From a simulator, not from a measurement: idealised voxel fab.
Process module under the name voxel self aligned contacts
Each square cell in cross-section cut measures 5 nm, and the section as a whole is 255 nm wide.
A cross-section is written here as square cells arranged in a grid, and it is given in bands from the top down, each band taking up one or more rows of cells.
This entry defines a band. It first specifies the height of the band's top and the height of its bottom in nm, and then specifies the band's materials from left to right, stating each material with its width in nm. The word "throughout" identifies a single material that fills the band from edge to edge, while the word "empty" identifies empty space.
Height is counted from the level 0, under which the received wafer is composed throughout of one material. The lowest of the bands is not closed at the bottom but continues downward, in the notation "top 0, no bottom".
Note: "30 to 40" means the width goes from the first number (top row of the band) to the second number (bottom row) in equal steps per row of cells.
"nothing changed" -> step changed no cross-section cell.
Listed in "Enclosed void catalog": every empty space of 8 or more cells without an open way to the top. Form: width x height at distance, the distance being from the left edge, all in nm.
after a step's settings: what the simulator itself notes on the step
overlay nm: mask offset rightward from planned place, masked step; negative means leftward offset.
Guide to the pairs. Each holds a before and an after cross-section around one process step; the after cross-section is cut off at the lowest band that changed. Look under the pair for the step between them and its settings. Pairs can come from different runs of this module on the same starting wafer, so a pair follows on from the one above it only where its entry headed "Pre-process state" says it does.
Pre-process state:
top 0, no bottom: Si throughout
Enclosed void catalog: none
Cross-Section Thereafter:
top 5, bottom 0: SiO2 throughout
Rest of section, below 0: as before.
Enclosed void catalog: none
For reference, the processing step occurring between the two cross-sections presented above is as follows: CONFORMAL_DEP [material SiO2] [thk nm 5]
Pre-process state: refer to the pair immediately above; the cross-section shown after its step is the state before this one.
Cross-Section Thereafter:
top 30, bottom 5: polySi throughout
Rest of section, below 5: as before.
Enclosed void catalog: none
For reference, the processing step occurring between the two cross-sections presented above is as follows: DIRECTIONAL_DEP [material polySi] [thk nm 25]
Pre-process state: refer to the pair immediately above; the cross-section shown after its step is the state before this one.
Cross-Section Thereafter:
top 55, bottom 30: SiN throughout
Rest of section, below 30: as before.
Enclosed void catalog: none
For reference, the processing step occurring between the two cross-sections presented above is as follows: DIRECTIONAL_DEP [material SiN] [thk nm 25]
Pre-process state: refer to the pair immediately above; the cross-section shown after its step is the state before this one.
Cross-Section Thereafter:
top 70, bottom 55: empty=85, resist=25, empty=35, resist=25, empty=85
Rest of section, below 55: as before.
Enclosed void catalog: none
For reference, the processing step occurring between the two cross-sections presented above is as follows: PATTERN [tone cover] [mask id GATE] [material resist] [width nm 25] [pitch nm 60] [thk nm 15] [overlay nm 0]
Pre-process state: refer to the pair immediately above; the cross-section shown after its step is the state before this one.
Cross-Section Thereafter:
top 70, bottom 55: empty=85, resist=25, empty=35, resist=25, empty=85
top 55, bottom 30: empty=85, SiN=25, empty=35, SiN=25, empty=85
Rest of section, below 30: as before.
Enclosed void catalog: none
For reference, the processing step occurring between the two cross-sections presented above is as follows: DIRECTIONAL_ETCH [etch materials SiN] [depth nm 25]
Pre-process state: refer to the pair immediately above; the cross-section shown after its step is the state before this one.
Cross-Section Thereafter:
top 70, bottom 55: empty=85, resist=25, empty=35, resist=25, empty=85
top 55, bottom 30: empty=85, SiN=25, empty=35, SiN=25, empty=85
top 30, bottom 5: empty=85, polySi=25, empty=35, polySi=25, empty=85
Rest of section, below 5: as before.
Enclosed void catalog: none
For reference, the processing step occurring between the two cross-sections presented above is as follows: DIRECTIONAL_ETCH [etch materials polySi] [depth nm 25]
Pre-process state: refer to the pair immediately above; the cross-section shown after its step is the state before this one.
Cross-Section Thereafter:
top 55, bottom 30: empty=85, SiN=25, empty=35, SiN=25, empty=85
Rest of section, below 30: as before.
Enclosed void catalog: none
For reference, the processing step occurring between the two cross-sections presented above is as follows: STRIP [etch materials resist]
Pre-process state: refer to the pair immediately above; the cross-section shown after its step is the state before this one.
Cross-Section Thereafter:
top 65, bottom 30: empty=75, SiN=45, empty=15, SiN=45, empty=75
top 30, bottom 15: empty=75, SiN=10, polySi=25, SiN=10, empty=15, SiN=10, polySi=25, SiN=10, empty=75
top 15, bottom 5: SiN=85, polySi=25, SiN=35, polySi=25, SiN=85
Rest of section, below 5: as before.
Enclosed void catalog: none
For reference, the processing step occurring between the two cross-sections presented above is as follows: CONFORMAL_DEP [material SiN] [thk nm 10]
Pre-process state: refer to the pair immediately above; the cross-section shown after its step is the state before this one.
Cross-Section Thereafter:
top 55, bottom 30: empty=75, SiN=45, empty=15, SiN=45, empty=75
top 30, bottom 5: empty=75, SiN=10, polySi=25, SiN=10, empty=15, SiN=10, polySi=25, SiN=10, empty=75
Rest of section, below 5: as before.
Enclosed void catalog: none
For reference, the processing step occurring between the two cross-sections presented above is as follows: DIRECTIONAL_ETCH [etch materials SiN] [depth nm 10]
Pre-process state: refer to the pair immediately above; the cross-section shown after its step is the state before this one.
Cross-Section Thereafter:
top 70, bottom 55: SiO2 throughout
top 55, bottom 30: SiO2=75, SiN=45, SiO2=15, SiN=45, SiO2=75
top 30, bottom 5: SiO2=75, SiN=10, polySi=25, SiN=10, SiO2=15, SiN=10, polySi=25, SiN=10, SiO2=75
Rest of section, below 5: as before.
Enclosed void catalog: none
For reference, the processing step occurring between the two cross-sections presented above is as follows: FILL_DEP [material SiO2] [thk nm 15]
Pre-process state: refer to the pair immediately above; the cross-section shown after its step is the state before this one.
Cross-Section Thereafter:
top 60, bottom 55: SiO2 throughout
Rest of section, below 55: as before.
Enclosed void catalog: none
For reference, the processing step occurring between the two cross-sections presented above is as follows: CMP [height nm 60]
Pre-process state: refer to the pair immediately above; the cross-section shown after its step is the state before this one.
Cross-Section Thereafter:
top 75, bottom 60: resist=105, empty=45, resist=105
Rest of section, below 60: as before.
Enclosed void catalog: none
For reference, the processing step occurring between the two cross-sections presented above is as follows: PATTERN [tone open] [mask id CONTACT] [material resist] [width nm 45] [thk nm 15] [overlay nm 0]
Pre-process state: refer to the pair immediately above; the cross-section shown after its step is the state before this one.
Cross-Section Thereafter:
top 75, bottom 60: resist=105, empty=45, resist=105
top 60, bottom 55: SiO2=105, empty=45, SiO2=105
top 55, bottom 30: SiO2=75, SiN=45, empty=15, SiN=45, SiO2=75
top 30, bottom 5: SiO2=75, SiN=10, polySi=25, SiN=10, empty=15, SiN=10, polySi=25, SiN=10, SiO2=75
top 5, bottom 0: SiO2=120, empty=15, SiO2=120
Rest of section, below 0: as before.
Enclosed void catalog: none
For reference, the processing step occurring between the two cross-sections presented above is as follows: DIRECTIONAL_ETCH [etch materials SiO2] [depth nm 60]
Pre-process state: refer to the pair immediately above; the cross-section shown after its step is the state before this one.
Cross-Section Thereafter:
top 60, bottom 55: SiO2=105, empty=45, SiO2=105
Rest of section, below 55: as before.
Enclosed void catalog: none
For reference, the processing step occurring between the two cross-sections presented above is as follows: STRIP [etch materials resist]
Pre-process state: refer to the pair immediately above; the cross-section shown after its step is the state before this one.
Cross-Section Thereafter:
top 65, bottom 60: TiN=110, empty=35, TiN=110
top 60, bottom 55: SiO2=105, TiN=20, empty=5, TiN=20, SiO2=105
top 55, bottom 30: SiO2=75, SiN=45, TiN=5, empty=5, TiN=5, SiN=45, SiO2=75
top 30, bottom 5: SiO2=75, SiN=10, polySi=25, SiN=10, TiN=5, empty=5, TiN=5, SiN=10, polySi=25, SiN=10, SiO2=75
top 5, bottom 0: SiO2=120, TiN=15, SiO2=120
Rest of section, below 0: as before.
Enclosed void catalog: none
For reference, the processing step occurring between the two cross-sections presented above is as follows: CONFORMAL_DEP [material TiN] [thk nm 5]
Pre-process state: refer to the pair immediately above; the cross-section shown after its step is the state before this one.
Cross-Section Thereafter:
top 70, bottom 65: Ru throughout
top 65, bottom 60: TiN=110, Ru=35, TiN=110
top 60, bottom 55: SiO2=105, TiN=20, Ru=5, TiN=20, SiO2=105
top 55, bottom 30: SiO2=75, SiN=45, TiN=5, Ru=5, TiN=5, SiN=45, SiO2=75
top 30, bottom 5: SiO2=75, SiN=10, polySi=25, SiN=10, TiN=5, Ru=5, TiN=5, SiN=10, polySi=25, SiN=10, SiO2=75
Rest of section, below 5: as before.
Enclosed void catalog: none
For reference, the processing step occurring between the two cross-sections presented above is as follows: FILL_DEP [material Ru] [thk nm 5]
Pre-process state: refer to the pair immediately above; the cross-section shown after its step is the state before this one.
Cross-Section Thereafter:
top 60, bottom 55: SiO2=105, TiN=20, Ru=5, TiN=20, SiO2=105
Rest of section, below 55: as before.
Enclosed void catalog: none
For reference, the processing step occurring between the two cross-sections presented above is as follows: CMP [height nm 60]
Pre-process state: refer to the pair immediately above; the cross-section shown after its step is the state before this one.
Cross-Section Thereafter:
top 65, bottom 60: SiCN throughout
Rest of section, below 60: as before.
Enclosed void catalog: none
For reference, the processing step occurring between the two cross-sections presented above is as follows: CONFORMAL_DEP [material SiCN] [thk nm 5]
Pre-process state:
top 0, no bottom: Si throughout
Enclosed void catalog: none
Cross-Section Thereafter:
top 25, bottom 0: polySi throughout
Rest of section, below 0: as before.
Enclosed void catalog: none
For reference, the processing step occurring between the two cross-sections presented above is as follows: DIRECTIONAL_DEP [material polySi] [thk nm 25]
Pre-process state: refer to the pair immediately above; the cross-section shown after its step is the state before this one.
Cross-Section Thereafter:
top 50, bottom 25: SiN throughout
Rest of section, below 25: as before.
Enclosed void catalog: none
For reference, the processing step occurring between the two cross-sections presented above is as follows: DIRECTIONAL_DEP [material SiN] [thk nm 25]
Pre-process state: refer to the pair immediately above; the cross-section shown after its step is the state before this one.
Cross-Section Thereafter:
top 65, bottom 50: empty=85, resist=25, empty=35, resist=25, empty=85
Rest of section, below 50: as before.
Enclosed void catalog: none
For reference, the processing step occurring between the two cross-sections presented above is as follows: PATTERN [tone cover] [mask id GATE] [material resist] [width nm 25] [pitch nm 60] [thk nm 15] [overlay nm 0]
Pre-process state: refer to the pair immediately above; the cross-section shown after its step is the state before this one.
Cross-Section Thereafter:
top 65, bottom 50: empty=85, resist=25, empty=35, resist=25, empty=85
top 50, bottom 25: empty=85, SiN=25, empty=35, SiN=25, empty=85
Rest of section, below 25: as before.
Enclosed void catalog: none
For reference, the processing step occurring between the two cross-sections presented above is as follows: DIRECTIONAL_ETCH [etch materials SiN] [depth nm 25]
Pre-process state: refer to the pair immediately above; the cross-section shown after its step is the state before this one.
Cross-Section Thereafter:
top 65, bottom 50: empty=85, resist=25, empty=35, resist=25, empty=85
top 50, bottom 25: empty=85, SiN=25, empty=35, SiN=25, empty=85
top 25, bottom 0: empty=85, polySi=25, empty=35, polySi=25, empty=85
Rest of section, below 0: as before.
Enclosed void catalog: none
For reference, the processing step occurring between the two cross-sections presented above is as follows: DIRECTIONAL_ETCH [etch materials polySi] [depth nm 25]
Pre-process state: refer to the pair immediately above; the cross-section shown after its step is the state before this one.
Cross-Section Thereafter:
top 50, bottom 25: empty=85, SiN=25, empty=35, SiN=25, empty=85
Rest of section, below 25: as before.
Enclosed void catalog: none
For reference, the processing step occurring between the two cross-sections presented above is as follows: STRIP [etch materials resist]
Pre-process state: refer to the pair immediately above; the cross-section shown after its step is the state before this one.
Cross-Section Thereafter:
top 60, bottom 25: empty=75, SiN=45, empty=15, SiN=45, empty=75
top 25, bottom 10: empty=75, SiN=10, polySi=25, SiN=10, empty=15, SiN=10, polySi=25, SiN=10, empty=75
top 10, bottom 0: SiN=85, polySi=25, SiN=35, polySi=25, SiN=85
Rest of section, below 0: as before.
Enclosed void catalog: none
For reference, the processing step occurring between the two cross-sections presented above is as follows: CONFORMAL_DEP [material SiN] [thk nm 10]
Pre-process state: refer to the pair immediately above; the cross-section shown after its step is the state before this one.
Cross-Section Thereafter:
top 50, bottom 25: empty=75, SiN=45, empty=15, SiN=45, empty=75
top 25, bottom 0: empty=75, SiN=10, polySi=25, SiN=10, empty=15, SiN=10, polySi=25, SiN=10, empty=75
Rest of section, below 0: as before.
Enclosed void catalog: none
For reference, the processing step occurring between the two cross-sections presented above is as follows: DIRECTIONAL_ETCH [etch materials SiN] [depth nm 10]
Pre-process state: refer to the pair immediately above; the cross-section shown after its step is the state before this one.
Cross-Section Thereafter:
top 65, bottom 50: SiO2 throughout
top 50, bottom 25: SiO2=75, SiN=45, SiO2=15, SiN=45, SiO2=75
top 25, bottom 0: SiO2=75, SiN=10, polySi=25, SiN=10, SiO2=15, SiN=10, polySi=25, SiN=10, SiO2=75
Rest of section, below 0: as before.
Enclosed void catalog: none
For reference, the processing step occurring between the two cross-sections presented above is as follows: FILL_DEP [material SiO2] [thk nm 15]
Pre-process state: refer to the pair immediately above; the cross-section shown after its step is the state before this one.
Cross-Section Thereafter:
top 60, bottom 50: SiO2 throughout
Rest of section, below 50: as before.
Enclosed void catalog: none
For reference, the processing step occurring between the two cross-sections presented above is as follows: CMP [height nm 60]
Pre-process state: refer to the pair immediately above; the cross-section shown after its step is the state before this one.
Cross-Section Thereafter:
top 75, bottom 60: resist=105, empty=45, resist=105
Rest of section, below 60: as before.
Enclosed void catalog: none
For reference, the processing step occurring between the two cross-sections presented above is as follows: PATTERN [tone open] [mask id CONTACT] [material resist] [width nm 45] [thk nm 15] [overlay nm 0]
Pre-process state: refer to the pair immediately above; the cross-section shown after its step is the state before this one.
Cross-Section Thereafter:
top 75, bottom 60: resist=105, empty=45, resist=105
top 60, bottom 50: SiO2=105, empty=45, SiO2=105
top 50, bottom 25: SiO2=75, SiN=45, empty=15, SiN=45, SiO2=75
top 25, bottom 0: SiO2=75, SiN=10, polySi=25, SiN=10, empty=15, SiN=10, polySi=25, SiN=10, SiO2=75
Rest of section, below 0: as before.
Enclosed void catalog: none
For reference, the processing step occurring between the two cross-sections presented above is as follows: DIRECTIONAL_ETCH [etch materials SiO2] [depth nm 60]
Pre-process state: refer to the pair immediately above; the cross-section shown after its step is the state before this one.
Cross-Section Thereafter:
top 60, bottom 50: SiO2=105, empty=45, SiO2=105
Rest of section, below 50: as before.
Enclosed void catalog: none
For reference, the processing step occurring between the two cross-sections presented above is as follows: STRIP [etch materials resist]
Pre-process state: refer to the pair immediately above; the cross-section shown after its step is the state before this one.
Cross-Section Thereafter:
top 65, bottom 60: TiN=110, empty=35, TiN=110
top 60, bottom 50: SiO2=105, TiN=5 to 20, empty=35 to 5, TiN=5 to 20, SiO2=105
top 50, bottom 25: SiO2=75, SiN=45, TiN=5, empty=5, TiN=5, SiN=45, SiO2=75
top 25, bottom 5: SiO2=75, SiN=10, polySi=25, SiN=10, TiN=5, empty=5, TiN=5, SiN=10, polySi=25, SiN=10, SiO2=75
top 5, bottom 0: SiO2=75, SiN=10, polySi=25, SiN=10, TiN=15, SiN=10, polySi=25, SiN=10, SiO2=75
Rest of section, below 0: as before.
Enclosed void catalog: none
For reference, the processing step occurring between the two cross-sections presented above is as follows: CONFORMAL_DEP [material TiN] [thk nm 5]
Pre-process state: refer to the pair immediately above; the cross-section shown after its step is the state before this one.
Cross-Section Thereafter:
top 70, bottom 65: Ru throughout
top 65, bottom 60: TiN=110, Ru=35, TiN=110
top 60, bottom 50: SiO2=105, TiN=5 to 20, Ru=35 to 5, TiN=5 to 20, SiO2=105
top 50, bottom 25: SiO2=75, SiN=45, TiN=5, Ru=5, TiN=5, SiN=45, SiO2=75
top 25, bottom 5: SiO2=75, SiN=10, polySi=25, SiN=10, TiN=5, Ru=5, TiN=5, SiN=10, polySi=25, SiN=10, SiO2=75
Rest of section, below 5: as before.
Enclosed void catalog: none
For reference, the processing step occurring between the two cross-sections presented above is as follows: FILL_DEP [material Ru] [thk nm 5]
Pre-process state: refer to the pair immediately above; the cross-section shown after its step is the state before this one.
Cross-Section Thereafter:
top 60, bottom 50: SiO2=105, TiN=5 to 20, Ru=35 to 5, TiN=5 to 20, SiO2=105
Rest of section, below 50: as before.
Enclosed void catalog: none
For reference, the processing step occurring between the two cross-sections presented above is as follows: CMP [height nm 60]
Pre-process state: refer to the pair immediately above; the cross-section shown after its step is the state before this one.
Cross-Section Thereafter:
top 65, bottom 60: SiCN throughout
Rest of section, below 60: as before.
Enclosed void catalog: none
For reference, the processing step occurring between the two cross-sections presented above is as follows: CONFORMAL_DEP [material SiCN] [thk nm 5]
Pre-process state:
top 55, bottom 30: SiN throughout
top 30, bottom 5: polySi throughout
top 5, bottom 0: SiO2 throughout
top 0, no bottom: Si throughout
Enclosed void catalog: none
Cross-Section Thereafter:
top 80, bottom 30: SiN throughout
Rest of section, below 30: as before.
Enclosed void catalog: none
For reference, the processing step occurring between the two cross-sections presented above is as follows: DIRECTIONAL_DEP [material SiN] [thk nm 25]
Pre-process state: refer to the pair immediately above; the cross-section shown after its step is the state before this one.
Cross-Section Thereafter:
top 95, bottom 80: empty=85, resist=25, empty=35, resist=25, empty=85
Rest of section, below 80: as before.
Enclosed void catalog: none
For reference, the processing step occurring between the two cross-sections presented above is as follows: PATTERN [tone cover] [mask id GATE] [material resist] [width nm 25] [pitch nm 60] [thk nm 15] [overlay nm 0]
Pre-process state: refer to the pair immediately above; the cross-section shown after its step is the state before this one.
Cross-Section Thereafter:
top 95, bottom 80: empty=85, resist=25, empty=35, resist=25, empty=85
top 80, bottom 55: empty=85, SiN=25, empty=35, SiN=25, empty=85
Rest of section, below 55: as before.
Enclosed void catalog: none
For reference, the processing step occurring between the two cross-sections presented above is as follows: DIRECTIONAL_ETCH [etch materials SiN] [depth nm 25]
Pre-process state: refer to the pair immediately above; the cross-section shown after its step is the state before this one.
Cross-Section Thereafter:
top 80, bottom 55: empty=85, SiN=25, empty=35, SiN=25, empty=85
Rest of section, below 55: as before.
Enclosed void catalog: none
For reference, the processing step occurring between the two cross-sections presented above is as follows: STRIP [etch materials resist]
Pre-process state: refer to the pair immediately above; the cross-section shown after its step is the state before this one.
Cross-Section Thereafter:
top 90, bottom 65: empty=75, SiN=45, empty=15, SiN=45, empty=75
top 65, bottom 30: SiN throughout
Rest of section, below 30: as before.
Enclosed void catalog: none
For reference, the processing step occurring between the two cross-sections presented above is as follows: CONFORMAL_DEP [material SiN] [thk nm 10]
Pre-process state: refer to the pair immediately above; the cross-section shown after its step is the state before this one.
Cross-Section Thereafter:
top 80, bottom 55: empty=75, SiN=45, empty=15, SiN=45, empty=75
Rest of section, below 55: as before.
Enclosed void catalog: none
For reference, the processing step occurring between the two cross-sections presented above is as follows: DIRECTIONAL_ETCH [etch materials SiN] [depth nm 10]
Pre-process state: refer to the pair immediately above; the cross-section shown after its step is the state before this one.
Cross-Section Thereafter:
top 95, bottom 80: SiO2 throughout
top 80, bottom 55: SiO2=75, SiN=45, SiO2=15, SiN=45, SiO2=75
Rest of section, below 55: as before.
Enclosed void catalog: none
For reference, the processing step occurring between the two cross-sections presented above is as follows: FILL_DEP [material SiO2] [thk nm 15]
Pre-process state: refer to the pair immediately above; the cross-section shown after its step is the state before this one.
Cross-Section Thereafter:
top 60, bottom 55: SiO2=75, SiN=45, SiO2=15, SiN=45, SiO2=75
Rest of section, below 55: as before.
Enclosed void catalog: none
For reference, the processing step occurring between the two cross-sections presented above is as follows: CMP [height nm 60]
Pre-process state: refer to the pair immediately above; the cross-section shown after its step is the state before this one.
Cross-Section Thereafter:
top 75, bottom 60: resist=105, empty=45, resist=105
Rest of section, below 60: as before.
Enclosed void catalog: none
For reference, the processing step occurring between the two cross-sections presented above is as follows: PATTERN [tone open] [mask id CONTACT] [material resist] [width nm 45] [thk nm 15] [overlay nm 0]
Pre-process state: refer to the pair immediately above; the cross-section shown after its step is the state before this one.
Cross-Section Thereafter:
top 75, bottom 60: resist=105, empty=45, resist=105
top 60, bottom 55: SiO2=75, SiN=45, empty=15, SiN=45, SiO2=75
Rest of section, below 55: as before.
Enclosed void catalog: none
For reference, the processing step occurring between the two cross-sections presented above is as follows: DIRECTIONAL_ETCH [etch materials SiO2] [depth nm 60]
Pre-process state: refer to the pair immediately above; the cross-section shown after its step is the state before this one.
Cross-Section Thereafter:
top 60, bottom 55: SiO2=75, SiN=45, empty=15, SiN=45, SiO2=75
Rest of section, below 55: as before.
Enclosed void catalog: none
For reference, the processing step occurring between the two cross-sections presented above is as follows: STRIP [etch materials resist]
Pre-process state: refer to the pair immediately above; the cross-section shown after its step is the state before this one.
Cross-Section Thereafter:
top 65, bottom 60: TiN=125, empty=5, TiN=125
top 60, bottom 55: SiO2=75, SiN=45, TiN=15, SiN=45, SiO2=75
Rest of section, below 55: as before.
Enclosed void catalog: none
For reference, the processing step occurring between the two cross-sections presented above is as follows: CONFORMAL_DEP [material TiN] [thk nm 5]
Pre-process state: refer to the pair immediately above; the cross-section shown after its step is the state before this one.
Cross-Section Thereafter:
top 70, bottom 65: Ru throughout
top 65, bottom 60: TiN=125, Ru=5, TiN=125
Rest of section, below 60: as before.
Enclosed void catalog: none
For reference, the processing step occurring between the two cross-sections presented above is as follows: FILL_DEP [material Ru] [thk nm 5]
Pre-process state: refer to the pair immediately above; the cross-section shown after its step is the state before this one.
Cross-Section Thereafter:
top 60, bottom 55: SiO2=75, SiN=45, TiN=15, SiN=45, SiO2=75
Rest of section, below 55: as before.
Enclosed void catalog: none
For reference, the processing step occurring between the two cross-sections presented above is as follows: CMP [height nm 60]
Pre-process state: refer to the pair immediately above; the cross-section shown after its step is the state before this one.
Cross-Section Thereafter:
top 65, bottom 60: SiCN throughout
Rest of section, below 60: as before.
Enclosed void catalog: none
For reference, the processing step occurring between the two cross-sections presented above is as follows: CONFORMAL_DEP [material SiCN] [thk nm 5]
Pre-process state:
top 25, bottom 0: polySi throughout
top 0, no bottom: Si throughout
Enclosed void catalog: none
Cross-Section Thereafter:
top 30, bottom 25: SiO2 throughout
Rest of section, below 25: as before.
Enclosed void catalog: none
For reference, the processing step occurring between the two cross-sections presented above is as follows: CONFORMAL_DEP [material SiO2] [thk nm 5]
Pre-process state: refer to the pair immediately above; the cross-section shown after its step is the state before this one.
Cross-Section Thereafter:
top 55, bottom 30: SiN throughout
Rest of section, below 30: as before.
Enclosed void catalog: none
For reference, the processing step occurring between the two cross-sections presented above is as follows: DIRECTIONAL_DEP [material SiN] [thk nm 25]
Pre-process state: refer to the pair immediately above; the cross-section shown after its step is the state before this one.
Cross-Section Thereafter:
top 70, bottom 55: empty=85, resist=25, empty=35, resist=25, empty=85
Rest of section, below 55: as before.
Enclosed void catalog: none
For reference, the processing step occurring between the two cross-sections presented above is as follows: PATTERN [tone cover] [mask id GATE] [material resist] [width nm 25] [pitch nm 60] [thk nm 15] [overlay nm 0]
Pre-process state: refer to the pair immediately above; the cross-section shown after its step is the state before this one.
Cross-Section Thereafter:
top 70, bottom 55: empty=85, resist=25, empty=35, resist=25, empty=85
top 55, bottom 30: empty=85, SiN=25, empty=35, SiN=25, empty=85
Rest of section, below 30: as before.
Enclosed void catalog: none
For reference, the processing step occurring between the two cross-sections presented above is as follows: DIRECTIONAL_ETCH [etch materials SiN] [depth nm 25]
Pre-process state: refer to the pair immediately above; the cross-section shown after its step is the state before this one.
Cross-Section Thereafter:
top 55, bottom 30: empty=85, SiN=25, empty=35, SiN=25, empty=85
Rest of section, below 30: as before.
Enclosed void catalog: none
For reference, the processing step occurring between the two cross-sections presented above is as follows: STRIP [etch materials resist]
Pre-process state: refer to the pair immediately above; the cross-section shown after its step is the state before this one.
Cross-Section Thereafter:
top 65, bottom 40: empty=75, SiN=45, empty=15, SiN=45, empty=75
top 40, bottom 30: SiN throughout
Rest of section, below 30: as before.
Enclosed void catalog: none
For reference, the processing step occurring between the two cross-sections presented above is as follows: CONFORMAL_DEP [material SiN] [thk nm 10]
Pre-process state: refer to the pair immediately above; the cross-section shown after its step is the state before this one.
Cross-Section Thereafter:
top 55, bottom 30: empty=75, SiN=45, empty=15, SiN=45, empty=75
Rest of section, below 30: as before.
Enclosed void catalog: none
For reference, the processing step occurring between the two cross-sections presented above is as follows: DIRECTIONAL_ETCH [etch materials SiN] [depth nm 10]
Pre-process state: refer to the pair immediately above; the cross-section shown after its step is the state before this one.
Cross-Section Thereafter:
top 70, bottom 55: SiO2 throughout
top 55, bottom 30: SiO2=75, SiN=45, SiO2=15, SiN=45, SiO2=75
Rest of section, below 30: as before.
Enclosed void catalog: none
For reference, the processing step occurring between the two cross-sections presented above is as follows: FILL_DEP [material SiO2] [thk nm 15]
Pre-process state: refer to the pair immediately above; the cross-section shown after its step is the state before this one.
Cross-Section Thereafter:
top 60, bottom 55: SiO2 throughout
Rest of section, below 55: as before.
Enclosed void catalog: none
For reference, the processing step occurring between the two cross-sections presented above is as follows: CMP [height nm 60]
Pre-process state: refer to the pair immediately above; the cross-section shown after its step is the state before this one.
Cross-Section Thereafter:
top 75, bottom 60: resist=105, empty=45, resist=105
Rest of section, below 60: as before.
Enclosed void catalog: none
For reference, the processing step occurring between the two cross-sections presented above is as follows: PATTERN [tone open] [mask id CONTACT] [material resist] [width nm 45] [thk nm 15] [overlay nm 0]
Pre-process state: refer to the pair immediately above; the cross-section shown after its step is the state before this one.
Cross-Section Thereafter:
top 75, bottom 60: resist=105, empty=45, resist=105
top 60, bottom 55: SiO2=105, empty=45, SiO2=105
top 55, bottom 30: SiO2=75, SiN=45, empty=15, SiN=45, SiO2=75
top 30, bottom 25: SiO2=120, empty=15, SiO2=120
Rest of section, below 25: as before.
Enclosed void catalog: none
For reference, the processing step occurring between the two cross-sections presented above is as follows: DIRECTIONAL_ETCH [etch materials SiO2] [depth nm 60]
Pre-process state: refer to the pair immediately above; the cross-section shown after its step is the state before this one.
Cross-Section Thereafter:
top 60, bottom 55: SiO2=105, empty=45, SiO2=105
Rest of section, below 55: as before.
Enclosed void catalog: none
For reference, the processing step occurring between the two cross-sections presented above is as follows: STRIP [etch materials resist]
Pre-process state: refer to the pair immediately above; the cross-section shown after its step is the state before this one.
Cross-Section Thereafter:
top 65, bottom 60: TiN=110, empty=35, TiN=110
top 60, bottom 55: SiO2=105, TiN=20, empty=5, TiN=20, SiO2=105
top 55, bottom 30: SiO2=75, SiN=45, TiN=5, empty=5, TiN=5, SiN=45, SiO2=75
top 30, bottom 25: SiO2=120, TiN=15, SiO2=120
Rest of section, below 25: as before.
Enclosed void catalog: none
For reference, the processing step occurring between the two cross-sections presented above is as follows: CONFORMAL_DEP [material TiN] [thk nm 5]
Pre-process state: refer to the pair immediately above; the cross-section shown after its step is the state before this one.
Cross-Section Thereafter:
top 70, bottom 65: Ru throughout
top 65, bottom 60: TiN=110, Ru=35, TiN=110
top 60, bottom 55: SiO2=105, TiN=20, Ru=5, TiN=20, SiO2=105
top 55, bottom 30: SiO2=75, SiN=45, TiN=5, Ru=5, TiN=5, SiN=45, SiO2=75
Rest of section, below 30: as before.
Enclosed void catalog: none
For reference, the processing step occurring between the two cross-sections presented above is as follows: FILL_DEP [material Ru] [thk nm 5]
Pre-process state: refer to the pair immediately above; the cross-section shown after its step is the state before this one.
Cross-Section Thereafter:
top 60, bottom 55: SiO2=105, TiN=20, Ru=5, TiN=20, SiO2=105
Rest of section, below 55: as before.
Enclosed void catalog: none
For reference, the processing step occurring between the two cross-sections presented above is as follows: CMP [height nm 60]
Pre-process state: refer to the pair immediately above; the cross-section shown after its step is the state before this one.
Cross-Section Thereafter:
top 65, bottom 60: SiCN throughout
Rest of section, below 60: as before.
Enclosed void catalog: none
For reference, the processing step occurring between the two cross-sections presented above is as follows: CONFORMAL_DEP [material SiCN] [thk nm 5]
Pre-process state:
top 70, bottom 55: empty=85, resist=25, empty=35, resist=25, empty=85
top 55, bottom 30: SiN throughout
top 30, bottom 5: polySi throughout
top 5, bottom 0: SiO2 throughout
top 0, no bottom: Si throughout
Enclosed void catalog: none
Cross-Section Thereafter:
top 70, bottom 55: empty=85, resist=25, empty=35, resist=25, empty=85
top 55, bottom 35: empty=85, SiN=25, empty=35, SiN=25, empty=85
Rest of section, below 35: as before.
Enclosed void catalog: none
For reference, the processing step occurring between the two cross-sections presented above is as follows: DIRECTIONAL_ETCH [etch materials SiN] [depth nm 20]
Pre-process state: refer to the pair immediately above; the cross-section shown after its step is the state before this one.
Cross-Section Thereafter:
top 55, bottom 35: empty=85, SiN=25, empty=35, SiN=25, empty=85
Rest of section, below 35: as before.
Enclosed void catalog: none
For reference, the processing step occurring between the two cross-sections presented above is as follows: STRIP [etch materials resist]
Pre-process state: refer to the pair immediately above; the cross-section shown after its step is the state before this one.
Cross-Section Thereafter:
top 65, bottom 45: empty=75, SiN=45, empty=15, SiN=45, empty=75
top 45, bottom 30: SiN throughout
Rest of section, below 30: as before.
Enclosed void catalog: none
For reference, the processing step occurring between the two cross-sections presented above is as follows: CONFORMAL_DEP [material SiN] [thk nm 10]
Pre-process state: refer to the pair immediately above; the cross-section shown after its step is the state before this one.
Cross-Section Thereafter:
top 55, bottom 35: empty=75, SiN=45, empty=15, SiN=45, empty=75
Rest of section, below 35: as before.
Enclosed void catalog: none
For reference, the processing step occurring between the two cross-sections presented above is as follows: DIRECTIONAL_ETCH [etch materials SiN] [depth nm 10]
Pre-process state: refer to the pair immediately above; the cross-section shown after its step is the state before this one.
Cross-Section Thereafter:
top 70, bottom 55: SiO2 throughout
top 55, bottom 35: SiO2=75, SiN=45, SiO2=15, SiN=45, SiO2=75
Rest of section, below 35: as before.
Enclosed void catalog: none
For reference, the processing step occurring between the two cross-sections presented above is as follows: FILL_DEP [material SiO2] [thk nm 15]
Pre-process state: refer to the pair immediately above; the cross-section shown after its step is the state before this one.
Cross-Section Thereafter:
top 60, bottom 55: SiO2 throughout
Rest of section, below 55: as before.
Enclosed void catalog: none
For reference, the processing step occurring between the two cross-sections presented above is as follows: CMP [height nm 60]
Pre-process state: refer to the pair immediately above; the cross-section shown after its step is the state before this one.
Cross-Section Thereafter:
top 75, bottom 60: resist=105, empty=45, resist=105
Rest of section, below 60: as before.
Enclosed void catalog: none
For reference, the processing step occurring between the two cross-sections presented above is as follows: PATTERN [tone open] [mask id CONTACT] [material resist] [width nm 45] [thk nm 15] [overlay nm 0]
Pre-process state: refer to the pair immediately above; the cross-section shown after its step is the state before this one.
Cross-Section Thereafter:
top 75, bottom 60: resist=105, empty=45, resist=105
top 60, bottom 55: SiO2=105, empty=45, SiO2=105
top 55, bottom 35: SiO2=75, SiN=45, empty=15, SiN=45, SiO2=75
Rest of section, below 35: as before.
Enclosed void catalog: none
For reference, the processing step occurring between the two cross-sections presented above is as follows: DIRECTIONAL_ETCH [etch materials SiO2] [depth nm 60]
Pre-process state: refer to the pair immediately above; the cross-section shown after its step is the state before this one.
Cross-Section Thereafter:
top 60, bottom 55: SiO2=105, empty=45, SiO2=105
Rest of section, below 55: as before.
Enclosed void catalog: none
For reference, the processing step occurring between the two cross-sections presented above is as follows: STRIP [etch materials resist]
